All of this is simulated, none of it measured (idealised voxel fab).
process module | voxel transistor to metal
cross-section cut | 170 nm wide | cells 5 nm
A cross-section is a grid of square cells, given in bands from the top down. A band is one or more rows of cells.
Each band's line starts with the height of the band's top and of its bottom, in nm. Then come its materials from left to right, each with its width in nm. One material with "throughout" fills the band from edge to edge. "air" is empty space.
Height 0 is the level under which the wafer as received is all one material. The lowest band goes on downwards, as in "0 down".
A width such as "30 to 40" changes by the same amount from each row of cells to the next, from the band's top row to its bottom row.
"no change" after a step means that no cell of the cross-section changed.
closed voids: empty space of 8 cells or more with no open way to the top, each as width x height at its distance from the left edge, in nm
after a step's settings: what the simulator itself notes on the step
overlay nm, on a step with a mask: how far to the right of its planned place the mask lay; to the left if negative
plan
1 op RECEIVE | material Si
2 op OXIDIZE | depth nm 5
3 op CONFORMAL_DEP | material SiN | thk nm 15
4 op DIRECTIONAL_DEP | material aC | thk nm 15
5 op PATTERN | tone cover | mask id ACTIVE | material resist | width nm 115 | thk nm 30 | overlay nm 0
6 op DIRECTIONAL_ETCH | etch materials aC | depth nm 15
7 op STRIP | etch materials resist
8 op DIRECTIONAL_ETCH | etch materials SiN | depth nm 15
9 op DIRECTIONAL_ETCH | etch materials SiO2 | depth nm 5
10 op DIRECTIONAL_ETCH | etch materials Si | depth nm 30
11 op STRIP | etch materials aC
12 op OXIDIZE | depth nm 5
13 op FILL_DEP | material SiO2 | thk nm 5
14 op CMP | height nm 15
15 op SELECTIVE_ETCH | etch materials SiO2 | depth nm 10
16 op STRIP | etch materials SiN
17 op SELECTIVE_ETCH | etch materials SiO2 | depth nm 5
18 op OXIDIZE | depth nm 5
19 op DIRECTIONAL_DEP | material polySi | thk nm 30
20 op DIRECTIONAL_DEP | material SiCN | thk nm 10
21 op DIRECTIONAL_DEP | material aC | thk nm 10
22 op PATTERN | tone cover | mask id GATE | material resist | width nm 25 | thk nm 30 | overlay nm 0
23 op DIRECTIONAL_ETCH | etch materials aC | depth nm 10
24 op STRIP | etch materials resist
25 op DIRECTIONAL_ETCH | etch materials SiCN | depth nm 20
26 op DIRECTIONAL_ETCH | etch materials polySi | depth nm 40
27 op STRIP | etch materials aC
28 op CONFORMAL_DEP | material SiO2 | thk nm 5
29 op DIRECTIONAL_ETCH | etch materials SiO2 | depth nm 5
30 op CONFORMAL_DEP | material SiN | thk nm 5
31 op DIRECTIONAL_ETCH | etch materials SiN | depth nm 5
32 op DIRECTIONAL_ETCH | etch materials SiO2 | depth nm 5
33 op EPI | material nSi | thk nm 5
34 op FILL_DEP | material SiO2 | thk nm 5
35 op CMP | height nm 35
36 op DIRECTIONAL_DEP | material SiO2 | thk nm 10
37 op DIRECTIONAL_DEP | material aC | thk nm 10
38 op PATTERN | tone open | mask id CONTACT | material resist | width nm 30 | pitch nm 65 | thk nm 30 | overlay nm 0
39 op DIRECTIONAL_ETCH | etch materials aC | depth nm 10
40 op STRIP | etch materials resist
41 op DIRECTIONAL_ETCH | etch materials SiO2 | depth nm 50
42 op STRIP | etch materials aC
43 op CONFORMAL_DEP | material TiN | thk nm 5
44 op FILL_DEP | material Ru | thk nm 10
45 op CMP | height nm 45
46 op DIRECTIONAL_DEP | material TiN | thk nm 5
47 op DIRECTIONAL_DEP | material Ru | thk nm 20
48 op MASKED_ETCH | tone cover | mask id METAL_1 | width nm 15 | pitch nm 80 | etch materials Ru | depth nm 20 | overlay nm 0
49 op MASKED_ETCH | tone cover | mask id METAL_1 | width nm 15 | pitch nm 80 | etch materials TiN | depth nm 5 | overlay nm 0
50 op FILL_DEP | material SiO2 | thk nm 10
51 op CMP | height nm 70
52 op CONFORMAL_DEP | material SiCN | thk nm 5
53 op DIRECTIONAL_DEP | material SiO2 | thk nm 30
54 op MASKED_ETCH | tone open | mask id METAL_2 | width nm 15 | pitch nm 80 | etch materials SiO2 | depth nm 15 | overlay nm 0
55 op DIRECTIONAL_DEP | material aC | thk nm 10
56 op PATTERN | tone open | mask id METAL_2_HOLES | material resist | width nm 15 | pitch nm 80 | thk nm 25 | overlay nm 0
57 op DIRECTIONAL_ETCH | etch materials aC | depth nm 10
58 op STRIP | etch materials resist
59 op DIRECTIONAL_ETCH | etch materials SiO2 | depth nm 15
60 op DIRECTIONAL_ETCH | etch materials SiCN | depth nm 5
61 op STRIP | etch materials aC
62 op CONFORMAL_DEP | material TiN | thk nm 5
63 op FILL_DEP | material Cu | thk nm 10
64 op CMP | height nm 105
65 op CONFORMAL_DEP | material SiN | thk nm 5
varied across the wafers: thk nm of step 62. The plan shows the first wafer's value. All wafers start alike
first wafer as received, after step 1
  0 down: Si throughout
  closed voids: none
each wafer at the end: cells of each material gained (+) or lost (-) since it was received, then its closed voids
thk nm 5 | +12 Cu | +80 Ru | -146 Si | +38 SiCN | +52 SiN | +586 SiO2 | +84 TiN | +12 nSi | +30 polySi | closed voids: none
thk nm 10 | +80 Ru | -146 Si | +38 SiCN | +52 SiN | +586 SiO2 | +96 TiN | +12 nSi | +30 polySi | closed voids: none
thk nm 15 | +80 Ru | -146 Si | +38 SiCN | +52 SiN | +586 SiO2 | +96 TiN | +12 nSi | +30 polySi | closed voids: none
thk nm 20 | +80 Ru | -146 Si | +38 SiCN | +52 SiN | +586 SiO2 | +96 TiN | +12 nSi | +30 polySi | closed voids: none
